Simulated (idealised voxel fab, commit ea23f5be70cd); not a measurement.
You're looking at the process module voxel double patterning.
Section cut is 245 nm wide and gridded with 5 nm square cells.
A cross-section is written here as square cells arranged in a grid, and it is given in bands from the top down, each band taking up one or more rows of cells.
In this notation a band is specified by the heights of its top and bottom, in that order and in nm, after which its materials appear from left to right, each paired with its width in nm. The word "edge to edge" attached to a single material means that material fills the band from edge to edge; the word "empty" stands for empty space.
Zero point of the height axis is 0; under it, received wafer = one material. Lowest band: continues down indefinitely, "0 and below".
With a width like "30..40", each row of cells in the band differs from the next by the same amount, the top row carrying the first number and the bottom row the second.
"no modifications" (step): cross-section cells unchanged, all of them.
Entry "Cavities, closed" = empty spaces >= 8 cells with no open way to the top; each as width x height at distance, distance from left edge, all nm.
It should be noted that, on the line of a given step, the content following the step's settings is a remark produced by the simulator itself with respect to that step.
overlay nm: for a step with a mask, the amount by which the mask lay right of where it was planned; a negative amount means left of it.

PLAN
1,RECEIVE with material Si
2,CONFORMAL_DEP with material SiO2, thk nm 10
3,DIRECTIONAL_DEP with material W, thk nm 10
4,DIRECTIONAL_DEP with material SiN, thk nm 10
5,DIRECTIONAL_DEP with material aC, thk nm 10
6,PATTERN with tone open, mask id FIRST, material resist, width nm 15, pitch nm 50, thk nm 25, overlay nm 0
7,DIRECTIONAL_ETCH with etch materials aC, depth nm 10
8,STRIP with etch materials resist
9,DIRECTIONAL_ETCH with etch materials SiN, depth nm 10
10,STRIP with etch materials aC
11,MASKED_ETCH with tone open, mask id SECOND, width nm 15, etch materials SiN, depth nm 10, overlay nm 0
12,DIRECTIONAL_ETCH with etch materials W, depth nm 5
13,STRIP with etch materials SiN
varied across the wafers: depth nm of step 12. The plan shows the first wafer's value. All wafers start alike

FIRST WAFER OF SEVERAL, AS RECEIVED: CROSS-SECTION AFTER STEP 1
> 0 and below | Si edge to edge
> Cavities, closed: none

END-OF-MODULE CROSS-SECTION, FIRST OF SEVERAL WAFERS, AFTER LAST STEP 13
> 20 down to 15 | W 90 nm, empty 15 nm, W 10 nm, empty 15 nm, W 10 nm, empty 15 nm, W 90 nm
> 15 down to 10 | W edge to edge
> 10 down to 0 | SiO2 edge to edge
> 0 and below | Si edge to edge
> Cavities, closed: none

CROSS-SECTION, LAST WAFER, MODULE COMPLETION
> 20 down to 10 | W 90 nm, empty 15 nm, W 10 nm, empty 15 nm, W 10 nm, empty 15 nm, W 90 nm
> 10 down to 0 | SiO2 edge to edge
> 0 and below | Si edge to edge
> Cavities, closed: none

BELOW: A ROW PER WAFER. CONTENTS AT END OF MODULE: FOR EVERY MATERIAL, CELLS GAINED SINCE RECEIPT (+) OR LOST SINCE RECEIPT (-); THEN CLOSED VOIDS
depth nm 5, +98 SiO2, +89 W, Cavities, closed: none
depth nm 10, +98 SiO2, +80 W, Cavities, closed: none
depth nm 15, +98 SiO2, +80 W, Cavities, closed: none
depth nm 20, +98 SiO2, +80 W, Cavities, closed: none
depth nm 25, +98 SiO2, +80 W, Cavities, closed: none
